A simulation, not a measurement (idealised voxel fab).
Module name: voxel spacer lines (process module)
We display cut, a cross-section 205 nm in width whose square cells are each 5 nm.
When this document writes out a cross-section, it uses a grid of square cells and lists it as bands, beginning at the top and moving down, with a band standing for one or more rows of cells. Band entry format. Leading values: height of top, height of bottom, nm. Remainder: materials in left-to-right order, each with its width in nm. Special words: "full width" on a single material, which then fills the band edge to edge; "blank", empty space. Heights are measured from 0, the level below which the as-received wafer is all one material; the lowest band has no bottom and continues downward, written as in "0 and below". The width entry "30->40" should be interpreted row by row: the top row of cells in the band takes the first number, the bottom row takes the second number, and the change between adjacent rows is uniform throughout. "no alterations made" (step): cross-section cells unchanged, all of them. What "closed voids" gives you is every empty space of 8 cells or more that is cut off from the top. Each appears as width x height at distance, with the distance taken from the left edge and width, height and distance all in nm. Formally, on a step line, whatever follows the settings is a remark that the simulator itself makes on the step. What "overlay nm" on a step's line means: if the step has a mask, that mask lay this far to the right of its planned place, or, when the value is negative, to the left.
The steps planned for the process are as follows
| 1 | RECEIVE, material Si |
| 2 | CONFORMAL_DEP, material Al2O3, thk nm 10 |
| 3 | DIRECTIONAL_DEP, material SiN, thk nm 10 |
| 4 | DIRECTIONAL_DEP, material polySi, thk nm 20 |
| 5 | PATTERN, tone cover, mask id MANDREL, material resist, width nm 20, pitch nm 70, thk nm 30, overlay nm 0 |
| 6 | DIRECTIONAL_ETCH, etch materials polySi, depth nm 20 |
| 7 | STRIP, etch materials resist |
| 8 | CONFORMAL_DEP, material SiO2, thk nm 15 |
| 9 | DIRECTIONAL_ETCH, etch materials SiO2, depth nm 15 |
| 10 | STRIP, etch materials polySi |
| 11 | DIRECTIONAL_ETCH, etch materials SiN, depth nm 20 |
| 12 | STRIP, etch materials SiO2 |
Across this set of wafers, the varied parameter is the thk nm of step 3. Starting conditions are identical for every wafer, and the plan reports the value assigned to the first wafer.
Cross-section, first of several wafers, as delivered after step 1
    0 and below: Si full width
    closed voids: none
First wafer at the end, after step 12
    20 down to 10: blank: 5 / SiN: 15 / blank: 20 / SiN: 15 / blank: 20 / SiN: 15 / blank: 20 / SiN: 15 / blank: 20 / SiN: 15 / blank: 20 / SiN: 15 / blank: 10
    10 down to 0: Al2O3 full width
    0 and below: Si full width
    closed voids: none
Last wafer, end of module, cross-section
    45 down to 25: blank: 5 / SiN: 15 / blank: 20 / SiN: 15 / blank: 20 / SiN: 15 / blank: 20 / SiN: 15 / blank: 20 / SiN: 15 / blank: 20 / SiN: 15 / blank: 10
    25 down to 10: SiN full width
    10 down to 0: Al2O3 full width
    0 and below: Si full width
    closed voids: none
The rows of the table below are wafers. Looking at the end of the module, a row counts, for every material, the cells the wafer has gained, shown as (+), or lost, shown as (-), since it was received; its closed voids come next
thk nm 10; +82 Al2O3; +36 SiN; closed voids: none
thk nm 15; +82 Al2O3; +54 SiN; closed voids: none
thk nm 20; +82 Al2O3; +72 SiN; closed voids: none
thk nm 25; +82 Al2O3; +113 SiN; closed voids: none
thk nm 30; +82 Al2O3; +154 SiN; closed voids: none
thk nm 35; +82 Al2O3; +195 SiN; closed voids: none
